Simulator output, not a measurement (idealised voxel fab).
Title: Process Module voxel capacitor over wiring
Each square cell in cross-section cut measures 5 nm, and the section as a whole is 265 nm wide.
A cross-section is a grid of square cells, given in bands from the top down. A band is one or more rows of cells. What a band's entry tells you: where the top is and where the bottom is, as heights in nm, and after that what lies inside, material by material from left to right, each with its width in nm. Empty space is written as the word "empty", and a single material marked with the word "full width" occupies the band from edge to edge. Ref level 0: as-received wafer is one material below here. Bottom band extends down with no lower bound ("top 0, no bottom"). A width such as "30 to 40" changes by the same amount from each row of cells to the next, from the band's top row to its bottom row. Basically "no modification" means that step didn't change any cell in the cross-section. This entry, "Enclosed void list", enumerates those empty regions of no fewer than 8 cells that possess no open connection to the top. Each region is reported in the form width x height at distance, the distance being taken from the left edge, with all three quantities expressed in nm. That trailing text on a step's line, after the settings, is the simulator's own remark on the step. What "overlay nm" on a step's line means: if the step has a mask, that mask lay this far to the right of its planned place, or, when the value is negative, to the left.

These are the steps we planned for the process
step 1: RECEIVE: material Si
step 2: CONFORMAL_DEP: material SiO2, thk nm 15
step 3: CONFORMAL_DEP: material SiCN, thk nm 5
step 4: DIRECTIONAL_DEP: material SiO2, thk nm 15
step 5: MASKED_ETCH: tone open, mask id METAL_1, width nm 25, pitch nm 85, etch materials SiO2, depth nm 15, overlay nm 0
step 6: MASKED_ETCH: tone open, mask id METAL_1, width nm 25, pitch nm 85, etch materials SiCN, depth nm 5, overlay nm 0
step 7: CONFORMAL_DEP: material TiN, thk nm 5
step 8: FILL_DEP: material Ru, thk nm 10
step 9: CMP: height nm 35
step 10: EPI: material Ru, thk nm 5
step 11: FILL_DEP: material SiCN, thk nm 5
step 12: DIRECTIONAL_DEP: material SiO2, thk nm 10
step 13: PATTERN: tone open, mask id PLUG_1, material resist, width nm 15, thk nm 20, overlay nm 0
step 14: DIRECTIONAL_ETCH: etch materials SiO2, depth nm 10
step 15: DIRECTIONAL_ETCH: etch materials SiCN, depth nm 5
step 16: STRIP: etch materials resist
step 17: CONFORMAL_DEP: material TiN, thk nm 5
step 18: FILL_DEP: material Ru, thk nm 5
step 19: CMP: height nm 55
step 20: DIRECTIONAL_DEP: material TiN, thk nm 10
step 21: DIRECTIONAL_DEP: material SiN, thk nm 5
step 22: DIRECTIONAL_DEP: material TiN, thk nm 10
step 23: DIRECTIONAL_DEP: material aC, thk nm 15
step 24: PATTERN: tone cover, mask id UPPER_PLATE, material resist, width nm 65, thk nm 30, overlay nm 0
step 25: DIRECTIONAL_ETCH: etch materials aC, depth nm 15
step 26: STRIP: etch materials resist
step 27: DIRECTIONAL_ETCH: etch materials TiN, depth nm 10
step 28: DIRECTIONAL_ETCH: etch materials SiN, depth nm 5
step 29: STRIP: etch materials aC
step 30: DIRECTIONAL_DEP: material aC, thk nm 10
step 31: PATTERN: tone cover, mask id LOWER_PLATE, material resist, width nm 75, thk nm 30, overlay nm 0
step 32: DIRECTIONAL_ETCH: etch materials aC, depth nm 10
step 33: STRIP: etch materials resist
step 34: DIRECTIONAL_ETCH: etch materials TiN, depth nm 10
step 35: STRIP: etch materials aC
step 36: FILL_DEP: material SiO2, thk nm 15
step 37: CMP: height nm 90
step 38: MASKED_ETCH: tone open, mask id PLUG_2, width nm 15, etch materials SiO2, depth nm 10, overlay nm 0
step 39: CONFORMAL_DEP: material TiN, thk nm 5
step 40: FILL_DEP: material Ru, thk nm 10
step 41: CMP: height nm 90
step 42: CONFORMAL_DEP: material SiCN, thk nm 5

First wafer, as planned

Cross-section, incoming material, after step 1
top 0, no bottom  Si full width
Enclosed void list: none

After step 2, in cross-section
top 15, bottom 0  SiO2 full width
below 0: unchanged

After step 3, in cross-section
top 20, bottom 15  SiCN full width
below 15: unchanged

After step 4, in cross-section
top 35, bottom 20  SiO2 full width
below 20: unchanged

After step 5, in cross-section
top 35, bottom 20  SiO2 75 nm, empty 25 nm, SiO2 60 nm, empty 25 nm, SiO2 80 nm
below 20: unchanged

After step 6, in cross-section
top 35, bottom 20  SiO2 75 nm, empty 25 nm, SiO2 60 nm, empty 25 nm, SiO2 80 nm
top 20, bottom 15  SiCN 75 nm, empty 25 nm, SiCN 60 nm, empty 25 nm, SiCN 80 nm
below 15: unchanged

After step 7, in cross-section
top 40, bottom 35  TiN 80 nm, empty 15 nm, TiN 70 nm, empty 15 nm, TiN 85 nm
top 35, bottom 20  SiO2 75 nm, TiN 5 nm, empty 15 nm, TiN 5 nm, SiO2 60 nm, TiN 5 nm, empty 15 nm, TiN 5 nm, SiO2 80 nm
top 20, bottom 15  SiCN 75 nm, TiN 25 nm, SiCN 60 nm, TiN 25 nm, SiCN 80 nm
below 15: unchanged

After step 8, in cross-section
top 50, bottom 40  Ru full width
top 40, bottom 35  TiN 80 nm, Ru 15 nm, TiN 70 nm, Ru 15 nm, TiN 85 nm
top 35, bottom 20  SiO2 75 nm, TiN 5 nm, Ru 15 nm, TiN 5 nm, SiO2 60 nm, TiN 5 nm, Ru 15 nm, TiN 5 nm, SiO2 80 nm
below 20: unchanged

After step 9, in cross-section
top 35, bottom 20  SiO2 75 nm, TiN 5 nm, Ru 15 nm, TiN 5 nm, SiO2 60 nm, TiN 5 nm, Ru 15 nm, TiN 5 nm, SiO2 80 nm
below 20: unchanged

After step 10, in cross-section
top 40, bottom 35  empty 70 nm, Ru 35 nm, empty 50 nm, Ru 35 nm, empty 75 nm
below 35: unchanged

After step 11, in cross-section
top 45, bottom 40  SiCN full width
top 40, bottom 35  SiCN 70 nm, Ru 35 nm, SiCN 50 nm, Ru 35 nm, SiCN 75 nm
below 35: unchanged

After step 12, in cross-section
top 55, bottom 45  SiO2 full width
below 45: unchanged

After step 13, in cross-section
top 75, bottom 55  resist 85 nm, empty 15 nm, resist 165 nm
below 55: unchanged

After step 14, in cross-section
top 75, bottom 55  resist 85 nm, empty 15 nm, resist 165 nm
top 55, bottom 45  SiO2 85 nm, empty 15 nm, SiO2 165 nm
below 45: unchanged

After step 15, in cross-section
top 75, bottom 55  resist 85 nm, empty 15 nm, resist 165 nm
top 55, bottom 45  SiO2 85 nm, empty 15 nm, SiO2 165 nm
top 45, bottom 40  SiCN 85 nm, empty 15 nm, SiCN 165 nm
below 40: unchanged

After step 16, in cross-section
top 55, bottom 45  SiO2 85 nm, empty 15 nm, SiO2 165 nm
below 45: unchanged

After step 17, in cross-section
top 60, bottom 55  TiN 90 nm, empty 5 nm, TiN 170 nm
top 55, bottom 45  SiO2 85 nm, TiN 5 nm, empty 5 nm, TiN 5 nm, SiO2 165 nm
top 45, bottom 40  SiCN 85 nm, TiN 15 nm, SiCN 165 nm
below 40: unchanged

After step 18, in cross-section
top 65, bottom 60  Ru full width
top 60, bottom 55  TiN 90 nm, Ru 5 nm, TiN 170 nm
top 55, bottom 45  SiO2 85 nm, TiN 5 nm, Ru 5 nm, TiN 5 nm, SiO2 165 nm
below 45: unchanged

After step 19, in cross-section
top 55, bottom 45  SiO2 85 nm, TiN 5 nm, Ru 5 nm, TiN 5 nm, SiO2 165 nm
below 45: unchanged

After step 20, in cross-section
top 65, bottom 55  TiN full width
below 55: unchanged

After step 21, in cross-section
top 70, bottom 65  SiN full width
below 65: unchanged

After step 22, in cross-section
top 80, bottom 70  TiN full width
below 70: unchanged

After step 23, in cross-section
top 95, bottom 80  aC full width
below 80: unchanged

After step 24, in cross-section
top 125, bottom 95  empty 85 nm, resist 65 nm, empty 115 nm
below 95: unchanged

After step 25, in cross-section
top 110, bottom 95  empty 85 nm, resist 65 nm, empty 115 nm
top 95, bottom 80  empty 85 nm, aC 65 nm, empty 115 nm
below 80: unchanged

After step 26, in cross-section
top 95, bottom 80  empty 85 nm, aC 65 nm, empty 115 nm
below 80: unchanged

After step 27, in cross-section
top 95, bottom 80  empty 85 nm, aC 65 nm, empty 115 nm
top 80, bottom 70  empty 85 nm, TiN 65 nm, empty 115 nm
below 70: unchanged

After step 28, in cross-section
top 95, bottom 80  empty 85 nm, aC 65 nm, empty 115 nm
top 80, bottom 70  empty 85 nm, TiN 65 nm, empty 115 nm
top 70, bottom 65  empty 85 nm, SiN 65 nm, empty 115 nm
below 65: unchanged

After step 29, in cross-section
top 80, bottom 70  empty 85 nm, TiN 65 nm, empty 115 nm
below 70: unchanged

After step 30, in cross-section
top 90, bottom 80  empty 85 nm, aC 65 nm, empty 115 nm
top 80, bottom 75  empty 85 nm, TiN 65 nm, empty 115 nm
top 75, bottom 70  aC 85 nm, TiN 65 nm, aC 115 nm
top 70, bottom 65  aC 85 nm, SiN 65 nm, aC 115 nm
below 65: unchanged

After step 31, in cross-section
top 120, bottom 90  empty 80 nm, resist 75 nm, empty 110 nm
top 90, bottom 80  empty 80 nm, resist 5 nm, aC 65 nm, resist 5 nm, empty 110 nm
top 80, bottom 75  empty 80 nm, resist 5 nm, TiN 65 nm, resist 5 nm, empty 110 nm
below 75: unchanged

After step 32, in cross-section
top 110, bottom 90  empty 80 nm, resist 75 nm, empty 110 nm
top 90, bottom 80  empty 80 nm, resist 5 nm, aC 65 nm, resist 5 nm, empty 110 nm
top 80, bottom 75  empty 80 nm, resist 5 nm, TiN 65 nm, resist 5 nm, empty 110 nm
top 75, bottom 70  empty 80 nm, aC 5 nm, TiN 65 nm, aC 5 nm, empty 110 nm
top 70, bottom 65  empty 80 nm, aC 5 nm, SiN 65 nm, aC 5 nm, empty 110 nm
below 65: unchanged

After step 33, in cross-section
top 90, bottom 80  empty 85 nm, aC 65 nm, empty 115 nm
top 80, bottom 75  empty 85 nm, TiN 65 nm, empty 115 nm
below 75: unchanged

After step 34, in cross-section
top 90, bottom 80  empty 85 nm, aC 65 nm, empty 115 nm
top 80, bottom 75  empty 85 nm, TiN 65 nm, empty 115 nm
top 75, bottom 70  empty 80 nm, aC 5 nm, TiN 65 nm, aC 5 nm, empty 110 nm
top 70, bottom 65  empty 80 nm, aC 5 nm, SiN 65 nm, aC 5 nm, empty 110 nm
top 65, bottom 55  empty 80 nm, TiN 75 nm, empty 110 nm
below 55: unchanged

After step 35, in cross-section
top 80, bottom 70  empty 85 nm, TiN 65 nm, empty 115 nm
top 70, bottom 65  empty 85 nm, SiN 65 nm, empty 115 nm
below 65: unchanged

After step 36, in cross-section
top 95, bottom 80  SiO2 full width
top 80, bottom 70  SiO2 85 nm, TiN 65 nm, SiO2 115 nm
top 70, bottom 65  SiO2 85 nm, SiN 65 nm, SiO2 115 nm
top 65, bottom 55  SiO2 80 nm, TiN 75 nm, SiO2 110 nm
below 55: unchanged

After step 37, in cross-section
top 90, bottom 80  SiO2 full width
below 80: unchanged

After step 38, in cross-section
top 90, bottom 80  SiO2 95 nm, empty 15 nm, SiO2 155 nm
below 80: unchanged

After step 39, in cross-section
top 95, bottom 90  TiN 100 nm, empty 5 nm, TiN 160 nm
top 90, bottom 85  SiO2 95 nm, TiN 5 nm, empty 5 nm, TiN 5 nm, SiO2 155 nm
top 85, bottom 80  SiO2 95 nm, TiN 15 nm, SiO2 155 nm
below 80: unchanged

After step 40, in cross-section
top 105, bottom 95  Ru full width
top 95, bottom 90  TiN 100 nm, Ru 5 nm, TiN 160 nm
top 90, bottom 85  SiO2 95 nm, TiN 5 nm, Ru 5 nm, TiN 5 nm, SiO2 155 nm
below 85: unchanged

After step 41, in cross-section
top 90, bottom 85  SiO2 95 nm, TiN 5 nm, Ru 5 nm, TiN 5 nm, SiO2 155 nm
below 85: unchanged

After step 42, in cross-section
top 95, bottom 90  SiCN full width
below 90: unchanged

Second wafer. Start and plan as for the first. One mistake made in running. Agrees with the first up to and including step 4

Second wafer profile in section, at the moment step 5 of the plan was meant to be complete
top 35, bottom 20  SiO2 65 nm, empty 25 nm, SiO2 60 nm, empty 25 nm, SiO2 90 nm
below 20: unchanged

Second wafer profile in section, at the moment step 6 of the plan was meant to be complete
top 35, bottom 20  SiO2 65 nm, empty 25 nm, SiO2 60 nm, empty 25 nm, SiO2 90 nm
top 20, bottom 15  SiCN 75 nm, empty 15 nm, SiCN 70 nm, empty 15 nm, SiCN 90 nm
below 15: unchanged

Second wafer profile in section, at the moment step 7 of the plan was meant to be complete
top 40, bottom 35  TiN 70 nm, empty 15 nm, TiN 70 nm, empty 15 nm, TiN 95 nm
top 35, bottom 25  SiO2 65 nm, TiN 5 nm, empty 15 nm, TiN 5 nm, SiO2 60 nm, TiN 5 nm, empty 15 nm, TiN 5 nm, SiO2 90 nm
top 25, bottom 20  SiO2 65 nm, TiN 15 nm, empty 5 nm, TiN 5 nm, SiO2 60 nm, TiN 15 nm, empty 5 nm, TiN 5 nm, SiO2 90 nm
top 20, bottom 15  SiCN 75 nm, TiN 15 nm, SiCN 70 nm, TiN 15 nm, SiCN 90 nm
below 15: unchanged

Second wafer profile in section, at the moment step 8 of the plan was meant to be complete
top 50, bottom 40  Ru full width
top 40, bottom 35  TiN 70 nm, Ru 15 nm, TiN 70 nm, Ru 15 nm, TiN 95 nm
top 35, bottom 25  SiO2 65 nm, TiN 5 nm, Ru 15 nm, TiN 5 nm, SiO2 60 nm, TiN 5 nm, Ru 15 nm, TiN 5 nm, SiO2 90 nm
top 25, bottom 20  SiO2 65 nm, TiN 15 nm, Ru 5 nm, TiN 5 nm, SiO2 60 nm, TiN 15 nm, Ru 5 nm, TiN 5 nm, SiO2 90 nm
below 20: unchanged

Second wafer profile in section, at the moment step 9 of the plan was meant to be complete
top 35, bottom 25  SiO2 65 nm, TiN 5 nm, Ru 15 nm, TiN 5 nm, SiO2 60 nm, TiN 5 nm, Ru 15 nm, TiN 5 nm, SiO2 90 nm
below 25: unchanged

Second wafer profile in section, at the moment step 10 of the plan was meant to be complete
top 40, bottom 35  empty 60 nm, Ru 35 nm, empty 50 nm, Ru 35 nm, empty 85 nm
below 35: unchanged

Second wafer profile in section, at the moment step 11 of the plan was meant to be complete
top 45, bottom 40  SiCN full width
top 40, bottom 35  SiCN 60 nm, Ru 35 nm, SiCN 50 nm, Ru 35 nm, SiCN 85 nm
below 35: unchanged

Second wafer profile in section, at the moment step 12 of the plan was meant to be complete
top 55, bottom 45  SiO2 full width
below 45: unchanged

Second wafer profile in section, at the moment step 13 of the plan was meant to be complete
top 75, bottom 55  resist 85 nm, empty 15 nm, resist 165 nm
below 55: unchanged

Second wafer profile in section, at the moment step 14 of the plan was meant to be complete
top 75, bottom 55  resist 85 nm, empty 15 nm, resist 165 nm
top 55, bottom 45  SiO2 85 nm, empty 15 nm, SiO2 165 nm
below 45: unchanged

Second wafer profile in section, at the moment step 15 of the plan was meant to be complete
top 75, bottom 55  resist 85 nm, empty 15 nm, resist 165 nm
top 55, bottom 45  SiO2 85 nm, empty 15 nm, SiO2 165 nm
top 45, bottom 40  SiCN 85 nm, empty 15 nm, SiCN 165 nm
below 40: unchanged

Second wafer profile in section, at the moment step 16 of the plan was meant to be complete
top 55, bottom 45  SiO2 85 nm, empty 15 nm, SiO2 165 nm
below 45: unchanged

Second wafer profile in section, at the moment step 17 of the plan was meant to be complete
top 60, bottom 55  TiN 90 nm, empty 5 nm, TiN 170 nm
top 55, bottom 45  SiO2 85 nm, TiN 5 nm, empty 5 nm, TiN 5 nm, SiO2 165 nm
top 45, bottom 40  SiCN 85 nm, TiN 15 nm, SiCN 165 nm
below 40: unchanged

Second wafer profile in section, at the moment step 18 of the plan was meant to be complete
top 65, bottom 60  Ru full width
top 60, bottom 55  TiN 90 nm, Ru 5 nm, TiN 170 nm
top 55, bottom 45  SiO2 85 nm, TiN 5 nm, Ru 5 nm, TiN 5 nm, SiO2 165 nm
below 45: unchanged

Second wafer profile in section, at the moment step 19 of the plan was meant to be complete
top 55, bottom 45  SiO2 85 nm, TiN 5 nm, Ru 5 nm, TiN 5 nm, SiO2 165 nm
below 45: unchanged

Second wafer profile in section, at the moment step 20 of the plan was meant to be complete
top 65, bottom 55  TiN full width
below 55: unchanged

Second wafer profile in section, at the moment step 21 of the plan was meant to be complete
top 70, bottom 65  SiN full width
below 65: unchanged

Second wafer profile in section, at the moment step 22 of the plan was meant to be complete
top 80, bottom 70  TiN full width
below 70: unchanged

Second wafer profile in section, at the moment step 23 of the plan was meant to be complete
top 95, bottom 80  aC full width
below 80: unchanged

Second wafer profile in section, at the moment step 24 of the plan was meant to be complete
top 125, bottom 95  empty 85 nm, resist 65 nm, empty 115 nm
below 95: unchanged

Second wafer profile in section, at the moment step 25 of the plan was meant to be complete
top 110, bottom 95  empty 85 nm, resist 65 nm, empty 115 nm
top 95, bottom 80  empty 85 nm, aC 65 nm, empty 115 nm
below 80: unchanged

Second wafer profile in section, at the moment step 26 of the plan was meant to be complete
top 95, bottom 80  empty 85 nm, aC 65 nm, empty 115 nm
below 80: unchanged

Second wafer profile in section, at the moment step 27 of the plan was meant to be complete
top 95, bottom 80  empty 85 nm, aC 65 nm, empty 115 nm
top 80, bottom 70  empty 85 nm, TiN 65 nm, empty 115 nm
below 70: unchanged

Second wafer profile in section, at the moment step 28 of the plan was meant to be complete
top 95, bottom 80  empty 85 nm, aC 65 nm, empty 115 nm
top 80, bottom 70  empty 85 nm, TiN 65 nm, empty 115 nm
top 70, bottom 65  empty 85 nm, SiN 65 nm, empty 115 nm
below 65: unchanged

Second wafer profile in section, at the moment step 29 of the plan was meant to be complete
top 80, bottom 70  empty 85 nm, TiN 65 nm, empty 115 nm
below 70: unchanged

Second wafer profile in section, at the moment step 30 of the plan was meant to be complete
top 90, bottom 80  empty 85 nm, aC 65 nm, empty 115 nm
top 80, bottom 75  empty 85 nm, TiN 65 nm, empty 115 nm
top 75, bottom 70  aC 85 nm, TiN 65 nm, aC 115 nm
top 70, bottom 65  aC 85 nm, SiN 65 nm, aC 115 nm
below 65: unchanged

Second wafer profile in section, at the moment step 31 of the plan was meant to be complete
top 120, bottom 90  empty 80 nm, resist 75 nm, empty 110 nm
top 90, bottom 80  empty 80 nm, resist 5 nm, aC 65 nm, resist 5 nm, empty 110 nm
top 80, bottom 75  empty 80 nm, resist 5 nm, TiN 65 nm, resist 5 nm, empty 110 nm
below 75: unchanged

Second wafer profile in section, at the moment step 32 of the plan was meant to be complete
top 110, bottom 90  empty 80 nm, resist 75 nm, empty 110 nm
top 90, bottom 80  empty 80 nm, resist 5 nm, aC 65 nm, resist 5 nm, empty 110 nm
top 80, bottom 75  empty 80 nm, resist 5 nm, TiN 65 nm, resist 5 nm, empty 110 nm
top 75, bottom 70  empty 80 nm, aC 5 nm, TiN 65 nm, aC 5 nm, empty 110 nm
top 70, bottom 65  empty 80 nm, aC 5 nm, SiN 65 nm, aC 5 nm, empty 110 nm
below 65: unchanged

Second wafer profile in section, at the moment step 33 of the plan was meant to be complete
top 90, bottom 80  empty 85 nm, aC 65 nm, empty 115 nm
top 80, bottom 75  empty 85 nm, TiN 65 nm, empty 115 nm
below 75: unchanged

Second wafer profile in section, at the moment step 34 of the plan was meant to be complete
top 90, bottom 80  empty 85 nm, aC 65 nm, empty 115 nm
top 80, bottom 75  empty 85 nm, TiN 65 nm, empty 115 nm
top 75, bottom 70  empty 80 nm, aC 5 nm, TiN 65 nm, aC 5 nm, empty 110 nm
top 70, bottom 65  empty 80 nm, aC 5 nm, SiN 65 nm, aC 5 nm, empty 110 nm
top 65, bottom 55  empty 80 nm, TiN 75 nm, empty 110 nm
below 55: unchanged

Second wafer profile in section, at the moment step 35 of the plan was meant to be complete
top 80, bottom 70  empty 85 nm, TiN 65 nm, empty 115 nm
top 70, bottom 65  empty 85 nm, SiN 65 nm, empty 115 nm
below 65: unchanged

Second wafer profile in section, at the moment step 36 of the plan was meant to be complete
top 95, bottom 80  SiO2 full width
top 80, bottom 70  SiO2 85 nm, TiN 65 nm, SiO2 115 nm
top 70, bottom 65  SiO2 85 nm, SiN 65 nm, SiO2 115 nm
top 65, bottom 55  SiO2 80 nm, TiN 75 nm, SiO2 110 nm
below 55: unchanged

Second wafer profile in section, at the moment step 37 of the plan was meant to be complete
top 90, bottom 80  SiO2 full width
below 80: unchanged

Second wafer profile in section, at the moment step 38 of the plan was meant to be complete
top 90, bottom 80  SiO2 95 nm, empty 15 nm, SiO2 155 nm
below 80: unchanged

Second wafer profile in section, at the moment step 39 of the plan was meant to be complete
top 95, bottom 90  TiN 100 nm, empty 5 nm, TiN 160 nm
top 90, bottom 85  SiO2 95 nm, TiN 5 nm, empty 5 nm, TiN 5 nm, SiO2 155 nm
top 85, bottom 80  SiO2 95 nm, TiN 15 nm, SiO2 155 nm
below 80: unchanged

Second wafer profile in section, at the moment step 40 of the plan was meant to be complete
top 105, bottom 95  Ru full width
top 95, bottom 90  TiN 100 nm, Ru 5 nm, TiN 160 nm
top 90, bottom 85  SiO2 95 nm, TiN 5 nm, Ru 5 nm, TiN 5 nm, SiO2 155 nm
below 85: unchanged

Second wafer profile in section, at the moment step 41 of the plan was meant to be complete
top 90, bottom 85  SiO2 95 nm, TiN 5 nm, Ru 5 nm, TiN 5 nm, SiO2 155 nm
below 85: unchanged

Second wafer profile in section, at the moment step 42 of the plan was meant to be complete
top 95, bottom 90  SiCN full width
below 90: unchanged
Heads up, the wafer didn't run the way we planned it: step 5 ran as: MASKED_ETCH: tone open, mask id METAL_1, width nm 25, pitch nm 85, etch materials SiO2, depth nm 15, overlay nm -10
Once processing is complete, comparing cell counts shows that the second wafer has more or fewer of certain materials than the first: -4 Ru | +4 SiCN
